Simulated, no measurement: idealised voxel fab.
Process module name: voxel ribs on slabs
255 nm wide, 5 nm square cells: that's cross-section cut.
Just so we're on the same page, the cross-sections are grids of square cells, and they're listed out in bands top to bottom, each band one or more rows deep. The entry gives the band's vertical extent as a top height and a bottom height in nm, then its horizontal make-up as materials from left to right, each with a width in nm. "blank" stands for empty space; a single material marked "full width" fills the band edge to edge. The reference from which all heights are counted is 0, the level beneath which the as-received wafer is entirely one material; the lowest band, having no lower bound, proceeds downward and is written after the example "0 -> down". Graded width ("30 to 40"): value in top row of band = first number; value in bottom row = second number; row-to-row change constant. "all unchanged" means the step left every cell of the cross-section as it was. Voids not open to the top, 8 cells minimum: see "Tabulated closed voids". Written width x height at distance; distance is from the left edge; nm. Post-settings text on a step line: simulator's own remark regarding the step. A step line may carry the setting "overlay nm", which, for steps involving a mask, states the distance by which the mask lay to the right of its intended position; negative values denote displacement to the left.
**The process steps that were planned are listed below**
1: RECEIVE, material Si
2: DIRECTIONAL_DEP, material SiO2, thk nm 20
3: DIRECTIONAL_DEP, material SiN, thk nm 20
4: DIRECTIONAL_DEP, material aC, thk nm 10
5: PATTERN, tone cover, mask id RIB, material resist, width nm 15, thk nm 25, overlay nm 0
6: DIRECTIONAL_ETCH, etch materials aC, depth nm 10
7: STRIP, etch materials resist
8: DIRECTIONAL_ETCH, etch materials SiN, depth nm 10
9: STRIP, etch materials aC
10: PATTERN, tone cover, mask id SLAB, material resist, width nm 75, thk nm 20, overlay nm 0
11: DIRECTIONAL_ETCH, etch materials SiN, depth nm 10
12: STRIP, etch materials resist
13: FILL_DEP, material SiO2, thk nm 20
14: CMP, height nm 50
15: DIRECTIONAL_DEP, material W, thk nm 10
16: MASKED_ETCH, tone cover, mask id HEATER, width nm 25, etch materials W, depth nm 10, overlay nm 0
17: CONFORMAL_DEP, material SiO2, thk nm 5
**First of two wafers: run as planned**
**Cross-section of the wafer as it came to us, i.e., already through step 1**
  0 -> down: Si full width
  Tabulated closed voids: none
**So this is the wafer cross-section right after step 2**
  20 -> 0: SiO2 full width
  Below 0, no change.
**So this is the wafer cross-section right after step 3**
  40 -> 20: SiN full width
  Below 20, no change.
**So this is the wafer cross-section right after step 4**
  50 -> 40: aC full width
  Below 40, no change.
**So this is the wafer cross-section right after step 5**
  75 -> 50: 120 blank / 15 resist / 120 blank
  Below 50, no change.
**So this is the wafer cross-section right after step 6**
  65 -> 50: 120 blank / 15 resist / 120 blank
  50 -> 40: 120 blank / 15 aC / 120 blank
  Below 40, no change.
**So this is the wafer cross-section right after step 7**
  50 -> 40: 120 blank / 15 aC / 120 blank
  Below 40, no change.
**So this is the wafer cross-section right after step 8**
  50 -> 40: 120 blank / 15 aC / 120 blank
  40 -> 30: 120 blank / 15 SiN / 120 blank
  Below 30, no change.
**So this is the wafer cross-section right after step 9**
  40 -> 30: 120 blank / 15 SiN / 120 blank
  Below 30, no change.
**So this is the wafer cross-section right after step 10**
  60 -> 40: 90 blank / 75 resist / 90 blank
  40 -> 30: 90 blank / 30 resist / 15 SiN / 30 resist / 90 blank
  Below 30, no change.
**So this is the wafer cross-section right after step 11**
  60 -> 40: 90 blank / 75 resist / 90 blank
  40 -> 30: 90 blank / 30 resist / 15 SiN / 30 resist / 90 blank
  30 -> 20: 90 blank / 75 SiN / 90 blank
  Below 20, no change.
**So this is the wafer cross-section right after step 12**
  40 -> 30: 120 blank / 15 SiN / 120 blank
  Below 30, no change.
**So this is the wafer cross-section right after step 13**
  60 -> 40: SiO2 full width
  40 -> 30: 120 SiO2 / 15 SiN / 120 SiO2
  30 -> 20: 90 SiO2 / 75 SiN / 90 SiO2
  Below 20, no change.
**So this is the wafer cross-section right after step 14**
  50 -> 40: SiO2 full width
  Below 40, no change.
**So this is the wafer cross-section right after step 15**
  60 -> 50: W full width
  Below 50, no change.
**So this is the wafer cross-section right after step 16**
  60 -> 50: 115 blank / 25 W / 115 blank
  Below 50, no change.
**So this is the wafer cross-section right after step 17**
  65 -> 60: 110 blank / 35 SiO2 / 110 blank
  60 -> 55: 110 blank / 5 SiO2 / 25 W / 5 SiO2 / 110 blank
  55 -> 50: 115 SiO2 / 25 W / 115 SiO2
  Below 50, no change.
**Second wafer, same starting state and plan as the first, one mistake in the run, identical through step 16**
**Cross-section of the second wafer at the time by which step 17 should have been completed according to the plan**
  75 -> 65: 100 blank / 55 SiO2 / 100 blank
  65 -> 60: SiO2 full width
  60 -> 50: 115 SiO2 / 25 W / 115 SiO2
  Below 50, no change.
Against the plan, the run slipped here: contrary to plan, step 17 was performed as CONFORMAL_DEP, material SiO2, thk nm 15
Final wafer comparison in cells, second versus first, more or fewer per material: SiO2 +110
